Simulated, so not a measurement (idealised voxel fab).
process module | voxel double patterning
cross-section cut | 265 nm wide | cells 5 nm
A cross-section is a grid of square cells, given in bands from the top down. A band is one or more rows of cells.
Each band's line starts with the height of the band's top and of its bottom, in nm. Then come its materials from left to right, each with its width in nm. One material with "throughout" fills the band from edge to edge. "air" is empty space.
Height 0 is the level under which the wafer as received is all one material. The lowest band goes on downwards, as in "0 down".
A width such as "30 to 40" changes by the same amount from each row of cells to the next, from the band's top row to its bottom row.
"no change" after a step means that no cell of the cross-section changed.
closed voids: empty space of 8 cells or more with no open way to the top, each as width x height at its distance from the left edge, in nm
after a step's settings: what the simulator itself notes on the step
overlay nm, on a step with a mask: how far to the right of its planned place the mask lay; to the left if negative
plan
1 op RECEIVE | material Si
2 op CONFORMAL_DEP | material SiO2 | thk nm 5
3 op DIRECTIONAL_DEP | material TiN | thk nm 15
4 op DIRECTIONAL_DEP | material SiN | thk nm 5
5 op MASKED_ETCH | tone open | mask id FIRST | width nm 15 | pitch nm 50 | etch materials SiN | depth nm 5 | overlay nm 0
6 op PATTERN | tone open | mask id SECOND | material resist | width nm 15 | pitch nm 50 | thk nm 15 | overlay nm 0
7 op DIRECTIONAL_ETCH | etch materials SiN | depth nm 5
8 op STRIP | etch materials resist
9 op DIRECTIONAL_ETCH | etch materials TiN | depth nm 15
10 op STRIP | etch materials SiN
as received, after step 1
  0 down: Si throughout
  closed voids: none
a wafer at the end: this start, this plan, one mistake
  15 to 0: TiN 75 | air 15 | TiN 10 | air 15 | TiN 10 | air 15 | TiN 10 | air 15 | TiN 10 | air 15 | TiN 75
  0 down: Si throughout
  closed voids: none
what went wrong: step 2 was left out
